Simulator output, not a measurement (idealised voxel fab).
Proc. module: voxel transistor to metal
The figure presents cross-section cut, which has a width of 195 nm and is divided into square cells with an edge length of 5 nm.
Format of a cross-section: grid, square cells. Given as bands. Order: top down. Band: one or more rows of cells.
For a band, the entry starts with two heights in nm, that of the top and then that of the bottom, and carries on with the band's materials in order from left to right, each alongside its width in nm; the word "edge to edge" beside a single material means it fills the band edge to edge, and "empty" means empty space.
Note: height 0 marks the level under which the wafer is uniformly one material as received. Lowest band unbounded below, written "0 -> down".
The expression "30..40" gives the width at the extremes of the band, the first number at its top row of cells and the second at its bottom row, with the width changing by equal amounts from each row to the next in between.
"no alteration" -> step changed no cross-section cell.
"Trapped voids" - sealed voids, min. 8 cells, no opening to top; format: width x height at distance (distance from left edge; nm throughout).
after a step's settings: what the simulator itself notes on the step
"overlay nm", when on a step's line for a step with a mask, measures how far to the right of its planned place the mask lay; a negative measure means to the left.
[plan]
- 1: RECEIVE with material Si
- 2: CONFORMAL_DEP with material SiO2, thk nm 5
- 3: CONFORMAL_DEP with material SiN, thk nm 10
- 4: PATTERN with tone cover, mask id ACTIVE, material resist, width nm 110, thk nm 20, overlay nm 0
- 5: DIRECTIONAL_ETCH with etch materials SiN, depth nm 10
- 6: DIRECTIONAL_ETCH with etch materials SiO2, depth nm 5
- 7: DIRECTIONAL_ETCH with etch materials Si, depth nm 20
- 8: STRIP with etch materials resist
- 9: FILL_DEP with material SiO2, thk nm 5
- 10: CMP with height nm 15
- 11: SELECTIVE_ETCH with etch materials SiO2, depth nm 5
- 12: STRIP with etch materials SiN
- 13: SELECTIVE_ETCH with etch materials SiO2, depth nm 5
- 14: OXIDIZE with depth nm 5
- 15: DIRECTIONAL_DEP with material polySi, thk nm 20
- 16: DIRECTIONAL_DEP with material SiCN, thk nm 15
- 17: MASKED_ETCH with tone cover, mask id GATE, width nm 30, etch materials SiCN, depth nm 25, overlay nm 0
- 18: MASKED_ETCH with tone cover, mask id GATE, width nm 30, etch materials polySi, depth nm 30, overlay nm 0
- 19: CONFORMAL_DEP with material SiN, thk nm 5
- 20: DIRECTIONAL_ETCH with etch materials SiN, depth nm 5
- 21: DIRECTIONAL_ETCH with etch materials SiO2, depth nm 5
- 22: EPI with material nSi, thk nm 5
- 23: FILL_DEP with material SiO2, thk nm 10
- 24: CMP with height nm 20
- 25: STRIP with etch materials polySi
- 26: SELECTIVE_ETCH with etch materials SiO2, depth nm 5
- 27: CONFORMAL_DEP with material HfO2, thk nm 5
- 28: CONFORMAL_DEP with material TiN, thk nm 5
- 29: FILL_DEP with material W, thk nm 5
- 30: CMP with height nm 15
- 31: DIRECTIONAL_DEP with material SiO2, thk nm 15
- 32: DIRECTIONAL_DEP with material aC, thk nm 15
- 33: PATTERN with tone open, mask id CONTACT, material resist, width nm 15, pitch nm 75, thk nm 35, overlay nm 0
- 34: DIRECTIONAL_ETCH with etch materials aC, depth nm 15
- 35: STRIP with etch materials resist
- 36: DIRECTIONAL_ETCH with etch materials SiO2, depth nm 30
- 37: STRIP with etch materials aC
- 38: CONFORMAL_DEP with material TiN, thk nm 5
- 39: FILL_DEP with material Ru, thk nm 10
- 40: CMP with height nm 30
- 41: DIRECTIONAL_DEP with material TiN, thk nm 5
- 42: DIRECTIONAL_DEP with material Ru, thk nm 20
- 43: MASKED_ETCH with tone cover, mask id METAL_1, width nm 15, pitch nm 75, etch materials Ru, depth nm 20, overlay nm 0
- 44: MASKED_ETCH with tone cover, mask id METAL_1, width nm 15, pitch nm 75, etch materials TiN, depth nm 5, overlay nm 0
- 45: FILL_DEP with material lowk, thk nm 5
- 46: CMP with height nm 55
- 47: CONFORMAL_DEP with material SiCN, thk nm 5
- 48: DIRECTIONAL_DEP with material lowk, thk nm 35
- 49: DIRECTIONAL_DEP with material aC, thk nm 15
- 50: PATTERN with tone open, mask id METAL_2, material resist, width nm 15, pitch nm 75, thk nm 35, overlay nm 0
- 51: DIRECTIONAL_ETCH with etch materials aC, depth nm 15
- 52: STRIP with etch materials resist
- 53: DIRECTIONAL_ETCH with etch materials lowk, depth nm 20
- 54: STRIP with etch materials aC
- 55: DIRECTIONAL_DEP with material aC, thk nm 15
- 56: PATTERN with tone open, mask id METAL_2_HOLES, material resist, width nm 15, pitch nm 75, thk nm 35, overlay nm 0
- 57: DIRECTIONAL_ETCH with etch materials aC, depth nm 15
- 58: STRIP with etch materials resist
- 59: DIRECTIONAL_ETCH with etch materials lowk, depth nm 15
- 60: DIRECTIONAL_ETCH with etch materials SiCN, depth nm 5
- 61: STRIP with etch materials aC
- 62: CONFORMAL_DEP with material TiN, thk nm 5
- 63: FILL_DEP with material Ru, thk nm 5
- 64: CMP with height nm 95
- 65: CONFORMAL_DEP with material SiN, thk nm 5
The plan's step 33 width nm is the first wafer's value; the wafers differ in this setting and start identical.
[After step 1, as received: first of several wafers, cross-section]
* 0 -> down | Si edge to edge
* Trapped voids: none
[Below, a row for every wafer. Read it as the end-of-module picture: for each material the wafer shows its cells gained (+) or lost (-) since it was received, and then its closed voids]
width nm 15 | +14 HfO2 | +48 Ru | -90 Si | +33 SiCN | +47 SiN | +240 SiO2 | +74 TiN | +4 W | +396 lowk | +14 nSi | Trapped voids: none
width nm 20 | +14 HfO2 | +58 Ru | -90 Si | +33 SiCN | +47 SiN | +228 SiO2 | +76 TiN | +4 W | +396 lowk | +14 nSi | Trapped voids: none
width nm 25 | +14 HfO2 | +68 Ru | -90 Si | +33 SiCN | +47 SiN | +216 SiO2 | +78 TiN | +4 W | +396 lowk | +14 nSi | Trapped voids: none
width nm 30 | +14 HfO2 | +78 Ru | -90 Si | +33 SiCN | +47 SiN | +204 SiO2 | +80 TiN | +4 W | +396 lowk | +14 nSi | Trapped voids: none
